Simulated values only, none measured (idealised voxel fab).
Module name: voxel tone inversion (process module)
The cross-section shown here is cut; it is 215 nm wide and divided into square cells measuring 5 nm on a side.
Notation: cross-section as square-cell grid; stated in bands, top first, going down; one or more cell rows per band. Top height, bottom height, nm. Materials left to right, width each, nm. Single material + "edge to edge" = fills band edge to edge. "blank" = empty. Convention: height 0 is the level below which the wafer, as received, is all one material. The lowest band does not terminate at the bottom but continues downward, represented as "0 and below". You'd read "30..40" like this: the band's top row of cells is as wide as the first number, its bottom row is as wide as the second, and going down, every row changes width by the same amount as the row before did. "nothing got changed" -> step changed no cross-section cell. Closed-off voids of 8+ cells (no open route to the top) go in "Trapped cavities", written width x height at distance from the left edge, in nm. Past the settings on a step's line: simulator remark, on that step. You can add "overlay nm" to a step's line. For a step with a mask, it describes how far the mask lay to the right of its planned position, and a negative number describes a lay to the left.

## List of planned process steps
1 RECEIVE: material Si
2 CONFORMAL_DEP: material SiCN, thk nm 5
3 DIRECTIONAL_DEP: material polySi, thk nm 25
4 PATTERN: tone cover, mask id POSTS, material resist, width nm 20, pitch nm 45, thk nm 35, overlay nm 0
5 DIRECTIONAL_ETCH: etch materials polySi, depth nm 25
6 STRIP: etch materials resist
7 FILL_DEP: material SiO2, thk nm 10
8 CMP: height nm 30
9 STRIP: etch materials polySi

## first wafer, as planned

## Received-state cross-section, reflecting completion of step 1
0 and below = Si edge to edge
Trapped cavities: none

## How the wafer stands in section after step 2
5 down to 0 = SiCN edge to edge
Everything under 0 stays put, no change at all.

## How the wafer stands in section after step 3
30 down to 5 = polySi edge to edge
Everything under 5 stays put, no change at all.

## How the wafer stands in section after step 4
65 down to 30 = blank=75 / resist=20 / blank=25 / resist=20 / blank=75
Everything under 30 stays put, no change at all.

## How the wafer stands in section after step 5
65 down to 30 = blank=75 / resist=20 / blank=25 / resist=20 / blank=75
30 down to 5 = blank=75 / polySi=20 / blank=25 / polySi=20 / blank=75
Everything under 5 stays put, no change at all.

## How the wafer stands in section after step 6
30 down to 5 = blank=75 / polySi=20 / blank=25 / polySi=20 / blank=75
Everything under 5 stays put, no change at all.

## How the wafer stands in section after step 7
40 down to 30 = SiO2 edge to edge
30 down to 5 = SiO2=75 / polySi=20 / SiO2=25 / polySi=20 / SiO2=75
Everything under 5 stays put, no change at all.

## How the wafer stands in section after step 8
30 down to 5 = SiO2=75 / polySi=20 / SiO2=25 / polySi=20 / SiO2=75
Everything under 5 stays put, no change at all.

## How the wafer stands in section after step 9
30 down to 5 = SiO2=75 / blank=20 / SiO2=25 / blank=20 / SiO2=75
Everything under 5 stays put, no change at all.

## The second wafer: identical to the first at the outset and in its planned sequence, differing only in that one mistake was made during processing; up to and including step 3, its path is the first wafer's path

## Cross-section of the second wafer at the time step 4 of the plan should have ended
65 down to 30 = blank=70 / resist=20 / blank=25 / resist=20 / blank=80
Everything under 30 stays put, no change at all.

## Cross-section of the second wafer at the time step 5 of the plan should have ended
65 down to 30 = blank=70 / resist=20 / blank=25 / resist=20 / blank=80
30 down to 5 = blank=70 / polySi=20 / blank=25 / polySi=20 / blank=80
Everything under 5 stays put, no change at all.

## Cross-section of the second wafer at the time step 6 of the plan should have ended
30 down to 5 = blank=70 / polySi=20 / blank=25 / polySi=20 / blank=80
Everything under 5 stays put, no change at all.

## Cross-section of the second wafer at the time step 7 of the plan should have ended
40 down to 30 = SiO2 edge to edge
30 down to 5 = SiO2=70 / polySi=20 / SiO2=25 / polySi=20 / SiO2=80
Everything under 5 stays put, no change at all.

## Cross-section of the second wafer at the time step 8 of the plan should have ended
30 down to 5 = SiO2=70 / polySi=20 / SiO2=25 / polySi=20 / SiO2=80
Everything under 5 stays put, no change at all.

## Cross-section of the second wafer at the time step 9 of the plan should have ended
30 down to 5 = SiO2=70 / blank=20 / SiO2=25 / blank=20 / SiO2=80
Everything under 5 stays put, no change at all.
Run error: for step 4, the planned setting was not used; the step was instead run as PATTERN: tone cover, mask id POSTS, material resist, width nm 20, pitch nm 45, thk nm 35, overlay nm -5
If you tally the cells, the second wafer ends up with the same amount of every material as the first; it's all just sitting in different places.
